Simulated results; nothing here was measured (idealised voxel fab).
process module | voxel capacitor over wiring
cross-section cut | 255 nm wide | cells 5 nm
A cross-section is a grid of square cells, given in bands from the top down. A band is one or more rows of cells.
Each band's line starts with the height of the band's top and of its bottom, in nm. Then come its materials from left to right, each with its width in nm. One material with "throughout" fills the band from edge to edge. "air" is empty space.
Height 0 is the level under which the wafer as received is all one material. The lowest band goes on downwards, as in "0 down".
A width such as "30 to 40" changes by the same amount from each row of cells to the next, from the band's top row to its bottom row.
"no change" after a step means that no cell of the cross-section changed.
closed voids: empty space of 8 cells or more with no open way to the top, each as width x height at its distance from the left edge, in nm
after a step's settings: what the simulator itself notes on the step
overlay nm, on a step with a mask: how far to the right of its planned place the mask lay; to the left if negative
plan
1 op RECEIVE | material Si
2 op CONFORMAL_DEP | material SiO2 | thk nm 10
3 op CONFORMAL_DEP | material SiCN | thk nm 5
4 op DIRECTIONAL_DEP | material SiO2 | thk nm 20
5 op PATTERN | tone open | mask id METAL_1 | material resist | width nm 30 | pitch nm 95 | thk nm 20 | overlay nm 0
6 op DIRECTIONAL_ETCH | etch materials SiO2 | depth nm 20
7 op DIRECTIONAL_ETCH | etch materials SiCN | depth nm 5
8 op STRIP | etch materials resist
9 op CONFORMAL_DEP | material TiN | thk nm 5
10 op FILL_DEP | material Ru | thk nm 5
11 op CMP | height nm 35
12 op CONFORMAL_DEP | material SiCN | thk nm 5
13 op DIRECTIONAL_DEP | material SiO2 | thk nm 15
14 op PATTERN | tone open | mask id PLUG_1 | material resist | width nm 15 | thk nm 20 | overlay nm 0
15 op DIRECTIONAL_ETCH | etch materials SiO2 | depth nm 15
16 op DIRECTIONAL_ETCH | etch materials SiCN | depth nm 5
17 op STRIP | etch materials resist
18 op EPI | material Ru | thk nm 10
19 op EPI | material Ru | thk nm 10
20 op DIRECTIONAL_DEP | material TiN | thk nm 10
21 op DIRECTIONAL_DEP | material HfO2 | thk nm 5
22 op DIRECTIONAL_DEP | material TiN | thk nm 10
23 op MASKED_ETCH | tone cover | mask id UPPER_PLATE | width nm 70 | etch materials TiN | depth nm 10 | overlay nm 0
24 op MASKED_ETCH | tone cover | mask id UPPER_PLATE | width nm 60 | etch materials HfO2 | depth nm 5 | overlay nm 0
25 op DIRECTIONAL_DEP | material aC | thk nm 15
26 op PATTERN | tone cover | mask id LOWER_PLATE | material resist | width nm 80 | thk nm 35 | overlay nm 0
27 op DIRECTIONAL_ETCH | etch materials aC | depth nm 15
28 op STRIP | etch materials resist
29 op DIRECTIONAL_ETCH | etch materials TiN | depth nm 10
30 op STRIP | etch materials aC
31 op FILL_DEP | material SiO2 | thk nm 15
32 op CMP | height nm 90
33 op DIRECTIONAL_DEP | material aC | thk nm 15
34 op PATTERN | tone open | mask id PLUG_2 | material resist | width nm 15 | thk nm 30 | overlay nm 0
35 op DIRECTIONAL_ETCH | etch materials aC | depth nm 15
36 op STRIP | etch materials resist
37 op DIRECTIONAL_ETCH | etch materials SiO2 | depth nm 10
38 op STRIP | etch materials aC
39 op CONFORMAL_DEP | material TiN | thk nm 5
40 op FILL_DEP | material W | thk nm 10
41 op CMP | height nm 90
42 op CONFORMAL_DEP | material SiN | thk nm 5
varied across the wafers: width nm of step 24. The plan shows the first wafer's value. All wafers start alike
first wafer as received, after step 1
  0 down: Si throughout
  closed voids: none
first wafer at the end, after step 42
  95 to 90: SiN throughout
  90 to 85: SiO2 90 | TiN 5 | W 5 | TiN 5 | SiO2 150
  85 to 80: SiO2 90 | TiN 15 | SiO2 150
  80 to 70: SiO2 80 | TiN 70 | SiO2 105
  70 to 65: SiO2 80 | HfO2 70 | SiO2 105
  65 to 55: SiO2 75 | TiN 80 | SiO2 100
  55 to 40: SiO2 80 | Ru 15 | SiO2 160
  40 to 35: SiCN 80 | Ru 15 | SiCN 160
  35 to 15: SiO2 65 | TiN 5 | Ru 20 | TiN 5 | SiO2 65 | TiN 5 | Ru 20 | TiN 5 | SiO2 65
  15 to 10: SiCN 65 | TiN 30 | SiCN 65 | TiN 30 | SiCN 65
  10 to 0: SiO2 throughout
  0 down: Si throughout
  closed voids: none
last wafer at the end
  95 to 90: SiN throughout
  90 to 85: SiO2 90 | TiN 5 | W 5 | TiN 5 | SiO2 150
  85 to 80: SiO2 90 | TiN 15 | SiO2 150
  80 to 70: SiO2 80 | TiN 70 | SiO2 105
  70 to 65: SiO2 75 | HfO2 85 | SiO2 95
  65 to 55: SiO2 75 | TiN 85 | SiO2 95
  55 to 40: SiO2 80 | Ru 15 | SiO2 160
  40 to 35: SiCN 80 | Ru 15 | SiCN 160
  35 to 15: SiO2 65 | TiN 5 | Ru 20 | TiN 5 | SiO2 65 | TiN 5 | Ru 20 | TiN 5 | SiO2 65
  15 to 10: SiCN 65 | TiN 30 | SiCN 65 | TiN 30 | SiCN 65
  10 to 0: SiO2 throughout
  0 down: Si throughout
  closed voids: none
each wafer at the end: cells of each material gained (+) or lost (-) since it was received, then its closed voids
width nm 60 | +14 HfO2 | +44 Ru | +87 SiCN | +51 SiN | +679 SiO2 | +93 TiN | +1 W | closed voids: none
width nm 65 | +14 HfO2 | +44 Ru | +87 SiCN | +51 SiN | +679 SiO2 | +93 TiN | +1 W | closed voids: none
width nm 70 | +14 HfO2 | +44 Ru | +87 SiCN | +51 SiN | +679 SiO2 | +93 TiN | +1 W | closed voids: none
width nm 75 | +15 HfO2 | +44 Ru | +87 SiCN | +51 SiN | +678 SiO2 | +93 TiN | +1 W | closed voids: none
width nm 80 | +16 HfO2 | +44 Ru | +87 SiCN | +51 SiN | +677 SiO2 | +93 TiN | +1 W | closed voids: none
width nm 85 | +17 HfO2 | +44 Ru | +87 SiCN | +51 SiN | +674 SiO2 | +95 TiN | +1 W | closed voids: none
